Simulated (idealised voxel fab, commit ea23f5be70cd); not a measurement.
The document below concerns the process module designated voxel quadruple lines.
The cross-section shown here is cut; it is 270 nm wide and divided into square cells measuring 5 nm on a side.
Format of a cross-section: grid, square cells. Given as bands. Order: top down. Band: one or more rows of cells. Heads up on the band format: heights come first, top then bottom, in nm. After that it's the materials left to right, each with its width in nm. A single material flagged "edge to edge" fills the whole band edge to edge, and "empty" means there's empty space there. Heights are measured from 0, the level below which the as-received wafer is all one material; the lowest band has no bottom and continues downward, written as in "z 0 and below". When a width is written as two numbers, as in "30 to 40", the first number is the width in the top row of cells of the band and the second is the width in its bottom row, and the width changes by the same amount from each row to the next. For the purposes of this document, the phrase "no alteration" attached to a step denotes that no cell within the cross-section was modified by that step. Reported under the label "Closed cavities" are the empty spaces having no open way to the top and comprising 8 cells or more; the notation for each is width x height at distance, in which the distance is measured from the left edge and all three values are in nm. Heads up: the bit after the settings on a step's line is the simulator's remark on that step. The line of a step may include "overlay nm". On a step with a mask, this value is how far to the right of its planned place the mask lay. A negative value means the mask lay to the left.
# List of planned process steps
1. RECEIVE [material Si]
2. CONFORMAL_DEP [material Al2O3] [thk nm 10]
3. DIRECTIONAL_DEP [material TiN] [thk nm 10]
4. DIRECTIONAL_DEP [material polySi] [thk nm 15]
5. DIRECTIONAL_DEP [material aC] [thk nm 25]
6. PATTERN [tone cover] [mask id MANDREL] [material resist] [width nm 20] [pitch nm 60] [thk nm 30] [overlay nm 0]
7. DIRECTIONAL_ETCH [etch materials aC] [depth nm 25]
8. STRIP [etch materials resist]
9. CONFORMAL_DEP [material SiO2] [thk nm 10]
10. DIRECTIONAL_ETCH [etch materials SiO2] [depth nm 10]
11. STRIP [etch materials aC]
12. DIRECTIONAL_ETCH [etch materials polySi] [depth nm 15]
13. STRIP [etch materials SiO2]
14. CONFORMAL_DEP [material SiCN] [thk nm 5]
15. DIRECTIONAL_ETCH [etch materials SiCN] [depth nm 5]
16. STRIP [etch materials polySi]
17. DIRECTIONAL_ETCH [etch materials TiN] [depth nm 10]
18. STRIP [etch materials SiCN]
# First of two wafers: run as planned
# Cross-section: wafer on arrival = after step 1
    z 0 and below  Si edge to edge
    Closed cavities: none
# Wafer section view after processing step 2
    z 10 to 0  Al2O3 edge to edge
    below 0: unchanged
# Wafer section view after processing step 3
    z 20 to 10  TiN edge to edge
    below 10: unchanged
# Wafer section view after processing step 4
    z 35 to 20  polySi edge to edge
    below 20: unchanged
# Wafer section view after processing step 5
    z 60 to 35  aC edge to edge
    below 35: unchanged
# Wafer section view after processing step 6
    z 90 to 60  empty 95 nm | resist 20 nm | empty 40 nm | resist 20 nm | empty 95 nm
    below 60: unchanged
# Wafer section view after processing step 7
    z 65 to 60  empty 95 nm | resist 20 nm | empty 40 nm | resist 20 nm | empty 95 nm
    z 60 to 35  empty 95 nm | aC 20 nm | empty 40 nm | aC 20 nm | empty 95 nm
    below 35: unchanged
# Wafer section view after processing step 8
    z 60 to 35  empty 95 nm | aC 20 nm | empty 40 nm | aC 20 nm | empty 95 nm
    below 35: unchanged
# Wafer section view after processing step 9
    z 70 to 60  empty 85 nm | SiO2 40 nm | empty 20 nm | SiO2 40 nm | empty 85 nm
    z 60 to 45  empty 85 nm | SiO2 10 nm | aC 20 nm | SiO2 10 nm | empty 20 nm | SiO2 10 nm | aC 20 nm | SiO2 10 nm | empty 85 nm
    z 45 to 35  SiO2 95 nm | aC 20 nm | SiO2 40 nm | aC 20 nm | SiO2 95 nm
    below 35: unchanged
# Wafer section view after processing step 10
    z 60 to 35  empty 85 nm | SiO2 10 nm | aC 20 nm | SiO2 10 nm | empty 20 nm | SiO2 10 nm | aC 20 nm | SiO2 10 nm | empty 85 nm
    below 35: unchanged
# Wafer section view after processing step 11
    z 60 to 35  empty 85 nm | SiO2 10 nm | empty 20 nm | SiO2 10 nm | empty 20 nm | SiO2 10 nm | empty 20 nm | SiO2 10 nm | empty 85 nm
    below 35: unchanged
# Wafer section view after processing step 12
    z 60 to 35  empty 85 nm | SiO2 10 nm | empty 20 nm | SiO2 10 nm | empty 20 nm | SiO2 10 nm | empty 20 nm | SiO2 10 nm | empty 85 nm
    z 35 to 20  empty 85 nm | polySi 10 nm | empty 20 nm | polySi 10 nm | empty 20 nm | polySi 10 nm | empty 20 nm | polySi 10 nm | empty 85 nm
    below 20: unchanged
# Wafer section view after processing step 13
    z 35 to 20  empty 85 nm | polySi 10 nm | empty 20 nm | polySi 10 nm | empty 20 nm | polySi 10 nm | empty 20 nm | polySi 10 nm | empty 85 nm
    below 20: unchanged
# Wafer section view after processing step 14
    z 40 to 35  empty 80 nm | SiCN 20 nm | empty 10 nm | SiCN 20 nm | empty 10 nm | SiCN 20 nm | empty 10 nm | SiCN 20 nm | empty 80 nm
    z 35 to 25  empty 80 nm | SiCN 5 nm | polySi 10 nm | SiCN 5 nm | empty 10 nm | SiCN 5 nm | polySi 10 nm | SiCN 5 nm | empty 10 nm | SiCN 5 nm | polySi 10 nm | SiCN 5 nm | empty 10 nm | SiCN 5 nm | polySi 10 nm | SiCN 5 nm | empty 80 nm
    z 25 to 20  SiCN 85 nm | polySi 10 nm | SiCN 20 nm | polySi 10 nm | SiCN 20 nm | polySi 10 nm | SiCN 20 nm | polySi 10 nm | SiCN 85 nm
    below 20: unchanged
# Wafer section view after processing step 15
    z 35 to 20  empty 80 nm | SiCN 5 nm | polySi 10 nm | SiCN 5 nm | empty 10 nm | SiCN 5 nm | polySi 10 nm | SiCN 5 nm | empty 10 nm | SiCN 5 nm | polySi 10 nm | SiCN 5 nm | empty 10 nm | SiCN 5 nm | polySi 10 nm | SiCN 5 nm | empty 80 nm
    below 20: unchanged
# Wafer section view after processing step 16
    z 35 to 20  empty 80 nm | SiCN 5 nm | empty 10 nm | SiCN 5 nm | empty 10 nm | SiCN 5 nm | empty 10 nm | SiCN 5 nm | empty 10 nm | SiCN 5 nm | empty 10 nm | SiCN 5 nm | empty 10 nm | SiCN 5 nm | empty 10 nm | SiCN 5 nm | empty 80 nm
    below 20: unchanged
# Wafer section view after processing step 17
    z 35 to 20  empty 80 nm | SiCN 5 nm | empty 10 nm | SiCN 5 nm | empty 10 nm | SiCN 5 nm | empty 10 nm | SiCN 5 nm | empty 10 nm | SiCN 5 nm | empty 10 nm | SiCN 5 nm | empty 10 nm | SiCN 5 nm | empty 10 nm | SiCN 5 nm | empty 80 nm
    z 20 to 10  empty 80 nm | TiN 5 nm | empty 10 nm | TiN 5 nm | empty 10 nm | TiN 5 nm | empty 10 nm | TiN 5 nm | empty 10 nm | TiN 5 nm | empty 10 nm | TiN 5 nm | empty 10 nm | TiN 5 nm | empty 10 nm | TiN 5 nm | empty 80 nm
    below 10: unchanged
# Wafer section view after processing step 18
    z 20 to 10  empty 80 nm | TiN 5 nm | empty 10 nm | TiN 5 nm | empty 10 nm | TiN 5 nm | empty 10 nm | TiN 5 nm | empty 10 nm | TiN 5 nm | empty 10 nm | TiN 5 nm | empty 10 nm | TiN 5 nm | empty 10 nm | TiN 5 nm | empty 80 nm
    below 10: unchanged
# Second wafer - shared start and plan with the first - one error in running - same as the first up to step 7 inclusive
# Look at the second wafer in cross-section at the time step 8 ought to have finished
    z 60 to 35  empty 95 nm | aC 20 nm | empty 40 nm | aC 20 nm | empty 95 nm
    below 35: unchanged
# Look at the second wafer in cross-section at the time step 9 ought to have finished
    z 70 to 60  empty 85 nm | SiO2 40 nm | empty 20 nm | SiO2 40 nm | empty 85 nm
    z 60 to 45  empty 85 nm | SiO2 10 nm | aC 20 nm | SiO2 10 nm | empty 20 nm | SiO2 10 nm | aC 20 nm | SiO2 10 nm | empty 85 nm
    z 45 to 35  SiO2 95 nm | aC 20 nm | SiO2 40 nm | aC 20 nm | SiO2 95 nm
    below 35: unchanged
# Look at the second wafer in cross-section at the time step 10 ought to have finished
    z 60 to 35  empty 85 nm | SiO2 10 nm | aC 20 nm | SiO2 10 nm | empty 20 nm | SiO2 10 nm | aC 20 nm | SiO2 10 nm | empty 85 nm
    below 35: unchanged
# Look at the second wafer in cross-section at the time step 11 ought to have finished
    z 60 to 35  empty 85 nm | SiO2 10 nm | empty 20 nm | SiO2 10 nm | empty 20 nm | SiO2 10 nm | empty 20 nm | SiO2 10 nm | empty 85 nm
    below 35: unchanged
# Look at the second wafer in cross-section at the time step 12 ought to have finished
    z 60 to 35  empty 85 nm | SiO2 10 nm | empty 20 nm | SiO2 10 nm | empty 20 nm | SiO2 10 nm | empty 20 nm | SiO2 10 nm | empty 85 nm
    z 35 to 20  empty 85 nm | polySi 10 nm | empty 20 nm | polySi 10 nm | empty 20 nm | polySi 10 nm | empty 20 nm | polySi 10 nm | empty 85 nm
    below 20: unchanged
# Look at the second wafer in cross-section at the time step 13 ought to have finished
    z 35 to 20  empty 85 nm | polySi 10 nm | empty 20 nm | polySi 10 nm | empty 20 nm | polySi 10 nm | empty 20 nm | polySi 10 nm | empty 85 nm
    below 20: unchanged
# Look at the second wafer in cross-section at the time step 14 ought to have finished
    z 40 to 35  empty 80 nm | SiCN 20 nm | empty 10 nm | SiCN 20 nm | empty 10 nm | SiCN 20 nm | empty 10 nm | SiCN 20 nm | empty 80 nm
    z 35 to 25  empty 80 nm | SiCN 5 nm | polySi 10 nm | SiCN 5 nm | empty 10 nm | SiCN 5 nm | polySi 10 nm | SiCN 5 nm | empty 10 nm | SiCN 5 nm | polySi 10 nm | SiCN 5 nm | empty 10 nm | SiCN 5 nm | polySi 10 nm | SiCN 5 nm | empty 80 nm
    z 25 to 20  SiCN 85 nm | polySi 10 nm | SiCN 20 nm | polySi 10 nm | SiCN 20 nm | polySi 10 nm | SiCN 20 nm | polySi 10 nm | SiCN 85 nm
    below 20: unchanged
# Look at the second wafer in cross-section at the time step 15 ought to have finished
    z 35 to 20  empty 80 nm | SiCN 5 nm | polySi 10 nm | SiCN 5 nm | empty 10 nm | SiCN 5 nm | polySi 10 nm | SiCN 5 nm | empty 10 nm | SiCN 5 nm | polySi 10 nm | SiCN 5 nm | empty 10 nm | SiCN 5 nm | polySi 10 nm | SiCN 5 nm | empty 80 nm
    below 20: unchanged
# Look at the second wafer in cross-section at the time step 16 ought to have finished
    z 35 to 20  empty 80 nm | SiCN 5 nm | empty 10 nm | SiCN 5 nm | empty 10 nm | SiCN 5 nm | empty 10 nm | SiCN 5 nm | empty 10 nm | SiCN 5 nm | empty 10 nm | SiCN 5 nm | empty 10 nm | SiCN 5 nm | empty 10 nm | SiCN 5 nm | empty 80 nm
    below 20: unchanged
# Look at the second wafer in cross-section at the time step 17 ought to have finished
    z 35 to 20  empty 80 nm | SiCN 5 nm | empty 10 nm | SiCN 5 nm | empty 10 nm | SiCN 5 nm | empty 10 nm | SiCN 5 nm | empty 10 nm | SiCN 5 nm | empty 10 nm | SiCN 5 nm | empty 10 nm | SiCN 5 nm | empty 10 nm | SiCN 5 nm | empty 80 nm
    z 20 to 10  empty 80 nm | TiN 5 nm | empty 10 nm | TiN 5 nm | empty 10 nm | TiN 5 nm | empty 10 nm | TiN 5 nm | empty 10 nm | TiN 5 nm | empty 10 nm | TiN 5 nm | empty 10 nm | TiN 5 nm | empty 10 nm | TiN 5 nm | empty 80 nm
    below 10: unchanged
# Look at the second wafer in cross-section at the time step 18 ought to have finished
    z 20 to 10  empty 80 nm | TiN 5 nm | empty 10 nm | TiN 5 nm | empty 10 nm | TiN 5 nm | empty 10 nm | TiN 5 nm | empty 10 nm | TiN 5 nm | empty 10 nm | TiN 5 nm | empty 10 nm | TiN 5 nm | empty 10 nm | TiN 5 nm | empty 80 nm
    below 10: unchanged
Finding, execution versus plan: the plan's step 8 ran twice
At process end the two wafers are indistinguishable in cross-section, so the error does not change what this model computes.
